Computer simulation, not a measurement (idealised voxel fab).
Proc. module: voxel fin reveal
The cross-section on display is named cut; it measures 250 nm wide, and its cells are 5 nm squares.
Throughout this document, each cross-section is represented as a grid of square cells and is presented as a sequence of bands enumerated from the top downward, where a band comprises one or more rows of cells.
Band: top height; bottom height; in nm. Then, left to right: material with width in nm, for each material. "throughout": a single material spanning edge to edge. "empty": empty space.
Heights from 0 (as-received wafer is one material below). Bottom band endless downward, as "0 down".
Per-row width for "30..40": begins at first number (top row of band), ends at second number (bottom row), increment between rows held constant.
"remained the same" (step): cross-section cells unchanged, all of them.
Reported under the label "Enclosed void catalog" are the empty spaces having no open way to the top and comprising 8 cells or more; the notation for each is width x height at distance, in which the distance is measured from the left edge and all three values are in nm.
Formally, on a step line, whatever follows the settings is a remark that the simulator itself makes on the step.
The setting "overlay nm" may be written on the line of a step. When the step uses a mask, the value reports how far to the right of the planned place the mask lay, and a negative value reports that it lay to the left.

## List of planned process steps
1,RECEIVE | material Si
2,CONFORMAL_DEP | material SiN | thk nm 10
3,DIRECTIONAL_DEP | material aC | thk nm 15
4,PATTERN | tone cover | mask id FINS | material resist | width nm 15 | pitch nm 40 | thk nm 35 | overlay nm 0
5,DIRECTIONAL_ETCH | etch materials aC | depth nm 15
6,STRIP | etch materials resist
7,DIRECTIONAL_ETCH | etch materials SiN | depth nm 10
8,DIRECTIONAL_ETCH | etch materials Si | depth nm 30
9,STRIP | etch materials aC
10,OXIDIZE | depth nm 5
11,FILL_DEP | material SiO2 | thk nm 5
12,CMP | height nm 10
13,SELECTIVE_ETCH | etch materials SiO2 | depth nm 30
14,STRIP | etch materials SiN
15,CONFORMAL_DEP | material SiO2 | thk nm 5

## as received, after step 1
> 0 down = Si throughout
> Enclosed void catalog: none

## first wafer at the end, as planned
> 5 to 0 = empty=75  SiO2=15  empty=25  SiO2=15  empty=25  SiO2=15  empty=80
> 0 to -15 = empty=75  SiO2=5  Si=5  SiO2=5  empty=25  SiO2=5  Si=5  SiO2=5  empty=25  SiO2=5  Si=5  SiO2=5  empty=80
> -15 to -35 = SiO2=80  Si=5  SiO2=35  Si=5  SiO2=35  Si=5  SiO2=85
> -35 down = Si throughout
> Enclosed void catalog: none

## This is the second of the two wafers, cross-sectioned at the end of the module; it started exactly like the first and was given the same plan, but it was run with one mistake
> 5 to 0 = SiO2=75  empty=15  SiO2=25  empty=15  SiO2=25  empty=15  SiO2=80
> 0 to -15 = Si=70  SiO2=5  empty=15  SiO2=5  Si=15  SiO2=5  empty=15  SiO2=5  Si=15  SiO2=5  empty=15  SiO2=5  Si=75
> -15 to -35 = Si=70  SiO2=25  Si=15  SiO2=25  Si=15  SiO2=25  Si=75
> -35 down = Si throughout
> Enclosed void catalog: none
Where did the run depart from the plan? step 4 deviated from plan and actually ran as PATTERN | tone open | mask id FINS | material resist | width nm 15 | pitch nm 40 | thk nm 35 | overlay nm 0
The final cell counts differ between the wafers, with the second having more or fewer of some materials than the first: Si +224; SiO2 -96
